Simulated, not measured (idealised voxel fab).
This is a process module. Its name is voxel capacitor over wiring.
cross-section cut | 230 nm wide | cells 5 nm
Think of the cross-section as a grid of square cells. We describe it in bands, top to bottom, and each band covers one or more rows of those cells. Each band's line starts with the height of the band's top and of its bottom, in nm. Then come its materials from left to right, each with its width in nm. One material with "throughout" fills the band from edge to edge. "blank" is empty space. Heights are expressed relative to 0, this being the level below which the as-received wafer comprises one material exclusively. The lowest band is unbounded in the downward direction and is denoted as in "from 0 down". Per-row width for "30->40": begins at first number (top row of band), ends at second number (bottom row), increment between rows held constant. Key: "nothing was modified" - step with no changed cell in the cross-section. Closed-off voids of 8+ cells (no open route to the top) go in "Trapped void list", written width x height at distance from the left edge, in nm. On a step's line, text after the settings is the simulator commenting on that step. overlay nm: mask offset rightward from planned place, masked step; negative means leftward offset.
The steps planned for the process are as follows
1 RECEIVE | material Si
2 CONFORMAL_DEP | material SiO2 | thk nm 10
3 DIRECTIONAL_DEP | material TiN | thk nm 5
4 DIRECTIONAL_DEP | material W | thk nm 25
5 DIRECTIONAL_DEP | material aC | thk nm 10
6 PATTERN | tone cover | mask id METAL_1 | material resist | width nm 30 | pitch nm 85 | thk nm 30 | overlay nm 0
7 DIRECTIONAL_ETCH | etch materials aC | depth nm 10
8 STRIP | etch materials resist
9 DIRECTIONAL_ETCH | etch materials W | depth nm 25
10 DIRECTIONAL_ETCH | etch materials TiN | depth nm 5
11 STRIP | etch materials aC
12 FILL_DEP | material SiO2 | thk nm 5
13 CMP | height nm 40
14 CONFORMAL_DEP | material SiCN | thk nm 5
15 DIRECTIONAL_DEP | material SiO2 | thk nm 20
16 PATTERN | tone open | mask id PLUG_1 | material resist | width nm 15 | thk nm 20 | overlay nm 0
17 DIRECTIONAL_ETCH | etch materials SiO2 | depth nm 20
18 DIRECTIONAL_ETCH | etch materials SiCN | depth nm 5
19 STRIP | etch materials resist
20 CONFORMAL_DEP | material TiN | thk nm 5
21 FILL_DEP | material Ru | thk nm 10
22 CMP | height nm 65
23 DIRECTIONAL_DEP | material TiN | thk nm 10
24 DIRECTIONAL_DEP | material SiN | thk nm 5
25 DIRECTIONAL_DEP | material TiN | thk nm 10
26 PATTERN | tone cover | mask id UPPER_PLATE | material resist | width nm 60 | thk nm 20 | overlay nm 0
27 DIRECTIONAL_ETCH | etch materials TiN | depth nm 10
28 DIRECTIONAL_ETCH | etch materials SiN | depth nm 5
29 STRIP | etch materials resist
30 PATTERN | tone cover | mask id LOWER_PLATE | material resist | width nm 70 | thk nm 15 | overlay nm 0
31 DIRECTIONAL_ETCH | etch materials TiN | depth nm 10
32 STRIP | etch materials resist
33 FILL_DEP | material SiO2 | thk nm 15
34 CMP | height nm 100
35 PATTERN | tone open | mask id PLUG_2 | material resist | width nm 15 | thk nm 20 | overlay nm 0
36 DIRECTIONAL_ETCH | etch materials SiO2 | depth nm 10
37 STRIP | etch materials resist
38 CONFORMAL_DEP | material TiN | thk nm 5
39 FILL_DEP | material W | thk nm 10
40 CMP | height nm 100
41 CONFORMAL_DEP | material SiN | thk nm 5
As-received state of the wafer in cross-section, equivalent to post-step 1
  from 0 down = Si throughout
  Trapped void list: none
The following cross-section depicts the wafer upon conclusion of the module. Processing commenced from the starting condition illustrated above and adhered to the plan illustrated above, save for one mistake in execution
  from 105 to 100 = SiN throughout
  from 100 to 95 = W 75 nm, TiN 5 nm, SiO2 15 nm, TiN 5 nm, W 130 nm
  from 95 to 90 = TiN 80 nm, SiO2 15 nm, TiN 135 nm
  from 90 to 80 = SiO2 70 nm, TiN 60 nm, SiO2 100 nm
  from 80 to 75 = SiO2 70 nm, SiN 60 nm, SiO2 100 nm
  from 75 to 65 = SiO2 65 nm, TiN 70 nm, SiO2 95 nm
  from 65 to 45 = SiO2 70 nm, TiN 5 nm, Ru 5 nm, TiN 5 nm, SiO2 145 nm
  from 45 to 40 = SiCN 70 nm, TiN 15 nm, SiCN 145 nm
  from 40 to 15 = SiO2 55 nm, W 30 nm, SiO2 55 nm, W 30 nm, SiO2 60 nm
  from 15 to 10 = SiO2 55 nm, TiN 30 nm, SiO2 55 nm, TiN 30 nm, SiO2 60 nm
  from 10 to 0 = SiO2 throughout
  from 0 down = Si throughout
  Trapped void list: none
What was done differently from what was planned? step 35 did not use the planned setting and instead ran as PATTERN | tone cover | mask id PLUG_2 | material resist | width nm 15 | thk nm 20 | overlay nm 0
